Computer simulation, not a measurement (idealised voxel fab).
A process module follows: voxel gate over fins.
The cross-section shown here is cut; it is 300 nm wide and divided into square cells measuring 5 nm on a side.
Notation: cross-section as square-cell grid; stated in bands, top first, going down; one or more cell rows per band. In this notation a band is specified by the heights of its top and bottom, in that order and in nm, after which its materials appear from left to right, each paired with its width in nm. The word "all across" attached to a single material means that material fills the band from edge to edge; the word "empty" stands for empty space. The reference from which all heights are counted is 0, the level beneath which the as-received wafer is entirely one material; the lowest band, having no lower bound, proceeds downward and is written after the example "z 0 and below". The width entry "30..40" should be interpreted row by row: the top row of cells in the band takes the first number, the bottom row takes the second number, and the change between adjacent rows is uniform throughout. A step reported as "changes: none" is a step in which no cell of the cross-section changed. "Enclosed void entries" means: voids of 8 cells or more that are shut off from the top with no open way through. Written width x height at distance, distance from the left edge, in nm. Read whatever lies past the settings on a step's line as the simulator's own remark about the step. overlay nm: for a step with a mask, the amount by which the mask lay right of where it was planned; a negative amount means left of it.
[Process steps (planned)]
1. RECEIVE [material Si]
2. CONFORMAL_DEP [material SiN] [thk nm 10]
3. DIRECTIONAL_DEP [material aC] [thk nm 15]
4. PATTERN [tone cover] [mask id FINS] [material resist] [width nm 15] [pitch nm 40] [thk nm 35] [overlay nm -15]
5. DIRECTIONAL_ETCH [etch materials aC] [depth nm 15]
6. STRIP [etch materials resist]
7. DIRECTIONAL_ETCH [etch materials SiN] [depth nm 10]
8. DIRECTIONAL_ETCH [etch materials Si] [depth nm 30]
9. STRIP [etch materials aC]
10. OXIDIZE [depth nm 5]
11. FILL_DEP [material SiO2] [thk nm 5]
12. CMP [height nm 10]
13. SELECTIVE_ETCH [etch materials SiO2] [depth nm 25]
14. STRIP [etch materials SiN]
15. CONFORMAL_DEP [material HfO2] [thk nm 5]
16. CONFORMAL_DEP [material TiN] [thk nm 5]
17. FILL_DEP [material W] [thk nm 15]
18. CMP [height nm 20]
19. CONFORMAL_DEP [material SiCN] [thk nm 10]
Variable across wafers: step 4 overlay nm (plan value is that of the first wafer; starting state common to all).
[Received condition of the first of several wafers, sectioned: post-step 1]
z 0 and below  Si all across
Enclosed void entries: none
[The rows of the table below are wafers. Looking at the end of the module, a row counts, for every material, the cells the wafer has gained, shown as (+), or lost, shown as (-), since it was received; its closed voids come next]
overlay nm -15, +78 HfO2, -399 Si, +120 SiCN, +228 SiO2, +78 TiN, +255 W, Enclosed void entries: none
overlay nm -10, +78 HfO2, -399 Si, +120 SiCN, +228 SiO2, +78 TiN, +255 W, Enclosed void entries: none
overlay nm -5, +78 HfO2, -399 Si, +120 SiCN, +228 SiO2, +78 TiN, +255 W, Enclosed void entries: none
overlay nm 0, +78 HfO2, -399 Si, +120 SiCN, +228 SiO2, +78 TiN, +255 W, Enclosed void entries: none
overlay nm 5, +78 HfO2, -399 Si, +120 SiCN, +228 SiO2, +78 TiN, +255 W, Enclosed void entries: none
overlay nm 10, +78 HfO2, -399 Si, +120 SiCN, +228 SiO2, +78 TiN, +255 W, Enclosed void entries: none
overlay nm 15, +78 HfO2, -399 Si, +120 SiCN, +228 SiO2, +78 TiN, +255 W, Enclosed void entries: none
